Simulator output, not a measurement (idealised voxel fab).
This section sets out a process module, namely voxel tone inversion.
190 nm wide, 5 nm square cells: that's cross-section cut.
Cross-section format: a grid of square cells, given as bands from top to bottom; each band is one or more rows of cells. Band: top and bottom heights (nm) first, top before bottom; then materials from left to right, widths in nm. "all across" marks a sole material filling the band edge to edge. "blank" denotes empty space. Where do heights start? At 0: under that level the wafer as delivered is made of one material only. And the lowest band has no floor; it just carries on downward, as in "0 nm and below". A width given as "30 to 40" starts at the first number in the band's top row and ends at the second number in its bottom row, shifting by an equal amount at every step from row to row. "no modification" -> step changed no cross-section cell. Entry "Closed void table" = empty spaces >= 8 cells with no open way to the top; each as width x height at distance, distance from left edge, all nm. Anything after a step's settings on that line? It's the simulator's own note about the step. For masked steps, "overlay nm" on the step line gives how far right of plan the mask actually lay; a minus sign means it lay to the left.
# Steps in the process plan
1) RECEIVE,material Si
2) CONFORMAL_DEP,material SiCN,thk nm 10
3) DIRECTIONAL_DEP,material polySi,thk nm 25
4) PATTERN,tone cover,mask id POSTS,material resist,width nm 25,pitch nm 40,thk nm 35,overlay nm -15
5) DIRECTIONAL_ETCH,etch materials polySi,depth nm 25
6) STRIP,etch materials resist
7) FILL_DEP,material lowk,thk nm 5
8) CMP,height nm 35
9) STRIP,etch materials polySi
10) CONFORMAL_DEP,material TiN,thk nm 5
11) FILL_DEP,material W,thk nm 5
12) CMP,height nm 35
13) CONFORMAL_DEP,material SiCN,thk nm 5
Keep in mind the plan's value for the overlay nm of step 4 comes from the first wafer; the wafers don't share that setting, but they do share the same starting point.
# As-received state after step 1, first of several wafers, cross-section
  0 nm and below: Si all across
  Closed void table: none
# End of module, by wafer: material-by-material cell gain (+) or loss (-) since receipt, then closed voids
overlay nm -15; +114 SiCN; +39 TiN; +36 W; +115 lowk; Closed void table: none
overlay nm -10; +114 SiCN; +39 TiN; +36 W; +115 lowk; Closed void table: none
overlay nm -5; +114 SiCN; +39 TiN; +36 W; +115 lowk; Closed void table: none
overlay nm 0; +114 SiCN; +39 TiN; +36 W; +115 lowk; Closed void table: none
overlay nm 5; +114 SiCN; +39 TiN; +36 W; +115 lowk; Closed void table: none
overlay nm 10; +114 SiCN; +39 TiN; +36 W; +115 lowk; Closed void table: none
overlay nm 15; +114 SiCN; +39 TiN; +36 W; +115 lowk; Closed void table: none
